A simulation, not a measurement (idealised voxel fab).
Process module heading - voxel capacitor over wiring
Cross-section cut: width 235 nm, square cells of 5 nm.
The cross-sections in this document take the form of a grid made of square cells. They are written out as bands, in order from top to bottom. Each band consists of one or more rows of cells. The entry gives the band's vertical extent as a top height and a bottom height in nm, then its horizontal make-up as materials from left to right, each with a width in nm. "empty" stands for empty space; a single material marked "all across" fills the band edge to edge. Basically, 0 is our baseline, since under it the wafer straight out of the box is all one material. The bottom band has no lower end and keeps on going down, so it looks like "0 down". A two-number width, for instance "30->40", indicates that the width is equal to the first number in the top row of the band and to the second number in the bottom row, and that it changes by a constant amount per row of cells. Step note "remained the same" = no cross-section cell changed. Entry "Closed internal cavities". Content: empty spaces with no open connection to the top, size 8 cells or greater. Each: width x height at distance. Distance: from left edge. Unit: nm. On each step's line, the part that comes after the settings is the simulator's own comment on the step. overlay nm: step with mask; distance mask lay right of planned place; negative value = left of planned place.

Listed below are the process steps as planned:
| 1 | RECEIVE, material Si |
| 2 | CONFORMAL_DEP, material SiO2, thk nm 15 |
| 3 | CONFORMAL_DEP, material SiN, thk nm 5 |
| 4 | DIRECTIONAL_DEP, material SiO2, thk nm 15 |
| 5 | DIRECTIONAL_DEP, material aC, thk nm 10 |
| 6 | PATTERN, tone open, mask id METAL_1, material resist, width nm 25, pitch nm 90, thk nm 30, overlay nm 0 |
| 7 | DIRECTIONAL_ETCH, etch materials aC, depth nm 10 |
| 8 | STRIP, etch materials resist |
| 9 | DIRECTIONAL_ETCH, etch materials SiO2, depth nm 15 |
| 10 | DIRECTIONAL_ETCH, etch materials SiN, depth nm 5 |
| 11 | STRIP, etch materials aC |
| 12 | CONFORMAL_DEP, material TiN, thk nm 5 |
| 13 | FILL_DEP, material Cu, thk nm 5 |
| 14 | CMP, height nm 35 |
| 15 | EPI, material Ru, thk nm 5 |
| 16 | FILL_DEP, material SiCN, thk nm 5 |
| 17 | DIRECTIONAL_DEP, material lowk, thk nm 15 |
| 18 | DIRECTIONAL_DEP, material aC, thk nm 10 |
| 19 | PATTERN, tone open, mask id PLUG_1, material resist, width nm 15, thk nm 30, overlay nm 0 |
| 20 | DIRECTIONAL_ETCH, etch materials aC, depth nm 10 |
| 21 | STRIP, etch materials resist |
| 22 | DIRECTIONAL_ETCH, etch materials lowk, depth nm 15 |
| 23 | DIRECTIONAL_ETCH, etch materials SiCN, depth nm 5 |
| 24 | STRIP, etch materials aC |
| 25 | EPI, material Ru, thk nm 10 |
| 26 | EPI, material Ru, thk nm 10 |
| 27 | DIRECTIONAL_DEP, material TiN, thk nm 5 |
| 28 | DIRECTIONAL_DEP, material Al2O3, thk nm 5 |
| 29 | DIRECTIONAL_DEP, material TiN, thk nm 10 |
| 30 | MASKED_ETCH, tone cover, mask id UPPER_PLATE, width nm 70, etch materials TiN, depth nm 10, overlay nm 0 |
| 31 | MASKED_ETCH, tone cover, mask id UPPER_PLATE, width nm 70, etch materials Al2O3, depth nm 5, overlay nm 0 |
| 32 | DIRECTIONAL_DEP, material aC, thk nm 15 |
| 33 | PATTERN, tone cover, mask id LOWER_PLATE, material resist, width nm 80, thk nm 35, overlay nm 0 |
| 34 | DIRECTIONAL_ETCH, etch materials aC, depth nm 15 |
| 35 | STRIP, etch materials resist |
| 36 | DIRECTIONAL_ETCH, etch materials TiN, depth nm 5 |
| 37 | STRIP, etch materials aC |
| 38 | FILL_DEP, material SiO2, thk nm 15 |
| 39 | CMP, height nm 90 |
| 40 | DIRECTIONAL_DEP, material aC, thk nm 15 |
| 41 | PATTERN, tone open, mask id PLUG_2, material resist, width nm 15, thk nm 35, overlay nm 0 |
| 42 | DIRECTIONAL_ETCH, etch materials aC, depth nm 15 |
| 43 | STRIP, etch materials resist |
| 44 | DIRECTIONAL_ETCH, etch materials SiO2, depth nm 10 |
| 45 | STRIP, etch materials aC |
| 46 | CONFORMAL_DEP, material TiN, thk nm 5 |
| 47 | FILL_DEP, material Ru, thk nm 5 |
| 48 | CMP, height nm 90 |
| 49 | CONFORMAL_DEP, material SiCN, thk nm 5 |

Wafer at receipt (post step 1), cross-section:
	0 down | Si all across
	Closed internal cavities: none

Sectioned view, first of two wafers, at the close of the module, processed as intended in the plan:
	95 to 90 | SiCN all across
	90 to 85 | 80 nm SiO2  5 nm TiN  5 nm Ru  5 nm TiN  140 nm SiO2
	85 to 80 | 80 nm SiO2  15 nm TiN  140 nm SiO2
	80 to 70 | 70 nm SiO2  70 nm TiN  95 nm SiO2
	70 to 65 | 70 nm SiO2  70 nm Al2O3  95 nm SiO2
	65 to 60 | 65 nm SiO2  80 nm TiN  90 nm SiO2
	60 to 45 | 70 nm lowk  15 nm Ru  150 nm lowk
	45 to 40 | 70 nm SiCN  15 nm Ru  150 nm SiCN
	40 to 35 | 55 nm SiCN  35 nm Ru  55 nm SiCN  35 nm Ru  55 nm SiCN
	35 to 20 | 60 nm SiO2  5 nm TiN  15 nm Cu  5 nm TiN  65 nm SiO2  5 nm TiN  15 nm Cu  5 nm TiN  60 nm SiO2
	20 to 15 | 60 nm SiN  25 nm TiN  65 nm SiN  25 nm TiN  60 nm SiN
	15 to 0 | SiO2 all across
	0 down | Si all across
	Closed internal cavities: none

Cross-section, wafer two of two, end of module: same start and plan as wafer one, one error in execution:
	95 to 90 | SiCN all across
	90 to 80 | 70 nm SiO2  25 nm TiN  140 nm SiO2
	80 to 75 | 70 nm SiO2  25 nm Al2O3  45 nm TiN  95 nm SiO2
	75 to 70 | 65 nm SiO2  75 nm TiN  95 nm SiO2
	70 to 65 | 60 nm SiO2  35 nm Ru  45 nm Al2O3  95 nm SiO2
	65 to 60 | 60 nm SiO2  35 nm Ru  50 nm TiN  90 nm SiO2
	60 to 45 | 70 nm lowk  15 nm Ru  150 nm lowk
	45 to 40 | 70 nm SiCN  15 nm Ru  150 nm SiCN
	40 to 35 | 55 nm SiCN  35 nm Ru  55 nm SiCN  35 nm Ru  55 nm SiCN
	35 to 20 | 60 nm SiO2  5 nm TiN  15 nm Cu  5 nm TiN  65 nm SiO2  5 nm TiN  15 nm Cu  5 nm TiN  60 nm SiO2
	20 to 15 | 60 nm SiN  25 nm TiN  65 nm SiN  25 nm TiN  60 nm SiN
	15 to 0 | SiO2 all across
	0 down | Si all across
	Closed internal cavities: none
Want to know what went wrong? one of 25 and 26, all the same step, was done twice; can't tell which
Final wafer comparison in cells, second versus first, more or fewer per material: Ru +13, SiO2 -8, TiN -5
